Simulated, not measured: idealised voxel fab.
You're looking at the process module voxel transistor to metal.
cross-section cut | 190 nm wide | cells 5 nm
In what follows, cross-sections appear as grids of square cells, described through bands that run from the top down, where every band is one or more rows of cells.
Each band's line starts with the height of the band's top and of its bottom, in nm. Then come its materials from left to right, each with its width in nm. One material with "everywhere" fills the band from edge to edge. "empty" is empty space.
Where do heights start? At 0: under that level the wafer as delivered is made of one material only. And the lowest band has no floor; it just carries on downward, as in "from 0 down".
Think of "30..40" as a width that walks from the first number to the second as you go down the band, top row to bottom row, taking equal-sized steps from row to row.
The designation "all unchanged", where it is given for a processing step, indicates that no cell of the cross-section was altered in the course of that step.
You'll see "Cavities, closed" listing empty spaces that have no way open to the top, as long as they're 8 cells or more; the notation is width x height at distance, where the distance is from the left edge, and all of it is in nm.
The remark found on a step's line after its settings is issued by the simulator itself and pertains to that step.
The optional step-line setting "overlay nm" applies to steps with a mask and quantifies how far to the right of its planned location the mask lay, a negative value indicating leftward placement.
### Listed below are the process steps as planned
| 1 | RECEIVE,material Si |
| 2 | CONFORMAL_DEP,material SiO2,thk nm 5 |
| 3 | CONFORMAL_DEP,material SiN,thk nm 15 |
| 4 | MASKED_ETCH,tone cover,mask id ACTIVE,width nm 115,etch materials SiN,depth nm 15,overlay nm 0 |
| 5 | MASKED_ETCH,tone cover,mask id ACTIVE,width nm 115,etch materials SiO2,depth nm 5,overlay nm 0 |
| 6 | MASKED_ETCH,tone cover,mask id ACTIVE,width nm 115,etch materials Si,depth nm 30,overlay nm 0 |
| 7 | OXIDIZE,depth nm 5 |
| 8 | FILL_DEP,material SiO2,thk nm 10 |
| 9 | CMP,height nm 20 |
| 10 | SELECTIVE_ETCH,etch materials SiO2,depth nm 15 |
| 11 | STRIP,etch materials SiN |
| 12 | SELECTIVE_ETCH,etch materials SiO2,depth nm 5 |
| 13 | OXIDIZE,depth nm 5 |
| 14 | DIRECTIONAL_DEP,material polySi,thk nm 25 |
| 15 | DIRECTIONAL_DEP,material SiCN,thk nm 10 |
| 16 | PATTERN,tone cover,mask id GATE,material resist,width nm 25,thk nm 20,overlay nm 0 |
| 17 | DIRECTIONAL_ETCH,etch materials SiCN,depth nm 20 |
| 18 | DIRECTIONAL_ETCH,etch materials polySi,depth nm 35 |
| 19 | STRIP,etch materials resist |
| 20 | CONFORMAL_DEP,material SiO2,thk nm 5 |
| 21 | DIRECTIONAL_ETCH,etch materials SiO2,depth nm 5 |
| 22 | CONFORMAL_DEP,material SiN,thk nm 5 |
| 23 | DIRECTIONAL_ETCH,etch materials SiN,depth nm 5 |
| 24 | DIRECTIONAL_ETCH,etch materials SiO2,depth nm 5 |
| 25 | EPI,material pSi,thk nm 5 |
| 26 | FILL_DEP,material SiO2,thk nm 10 |
| 27 | CMP,height nm 35 |
| 28 | DIRECTIONAL_DEP,material SiO2,thk nm 10 |
| 29 | MASKED_ETCH,tone open,mask id CONTACT,width nm 15,pitch nm 80,etch materials SiO2,depth nm 45,overlay nm 0 |
| 30 | CONFORMAL_DEP,material TiN,thk nm 5 |
| 31 | FILL_DEP,material Ru,thk nm 5 |
| 32 | CMP,height nm 45 |
| 33 | DIRECTIONAL_DEP,material TiN,thk nm 5 |
| 34 | DIRECTIONAL_DEP,material W,thk nm 25 |
| 35 | MASKED_ETCH,tone cover,mask id METAL_1,width nm 15,pitch nm 80,etch materials W,depth nm 25,overlay nm 0 |
| 36 | MASKED_ETCH,tone cover,mask id METAL_1,width nm 15,pitch nm 80,etch materials TiN,depth nm 5,overlay nm 0 |
| 37 | CONFORMAL_DEP,material SiCN,thk nm 5 |
| 38 | FILL_DEP,material SiO2,thk nm 5 |
| 39 | CMP,height nm 75 |
| 40 | CONFORMAL_DEP,material SiN,thk nm 5 |
### This is the cross-section of the wafer as we received it, i.e. after step 1
> from 0 down: Si everywhere
> Cavities, closed: none
### Final cross-section, module run with one mistake (start and plan as above)
> from 80 to 75: SiN everywhere
> from 75 to 55: W=45, then SiCN=5, then SiO2=5, then SiCN=5, then W=65, then SiCN=5, then SiO2=5, then SiCN=5, then W=50
> from 55 to 50: W=45, then SiCN=15, then W=65, then SiCN=15, then W=50
> from 50 to 45: TiN everywhere
> from 45 to 35: SiO2=45, then TiN=5, then Ru=5, then TiN=5, then SiO2=65, then TiN=5, then Ru=5, then TiN=5, then SiO2=50
> from 35 to 25: SiO2=45, then TiN=5, then Ru=5, then TiN=5, then SiO2=10, then SiN=5, then SiO2=5, then SiCN=25, then SiO2=5, then SiN=5, then SiO2=10, then TiN=5, then Ru=5, then TiN=5, then SiO2=50
> from 25 to 5: SiO2=45, then TiN=5, then Ru=5, then TiN=5, then SiO2=10, then SiN=5, then SiO2=5, then polySi=25, then SiO2=5, then SiN=5, then SiO2=10, then TiN=5, then Ru=5, then TiN=5, then SiO2=50
> from 5 to 0: SiO2=45, then TiN=15, then SiO2=10, then SiN=5, then SiO2=5, then polySi=25, then SiO2=5, then SiN=5, then SiO2=10, then TiN=15, then SiO2=50
> from 0 to -5: SiO2=35, then pSi=35, then SiO2=45, then pSi=35, then SiO2=40
> from -5 to -35: SiO2=40, then Si=105, then SiO2=45
> from -35 down: Si everywhere
> Cavities, closed: none
What was done differently from what was planned? step 35 was run on a setting that differed from the plan, and what really ran there is MASKED_ETCH,tone open,mask id METAL_1,width nm 15,pitch nm 80,etch materials W,depth nm 25,overlay nm 0
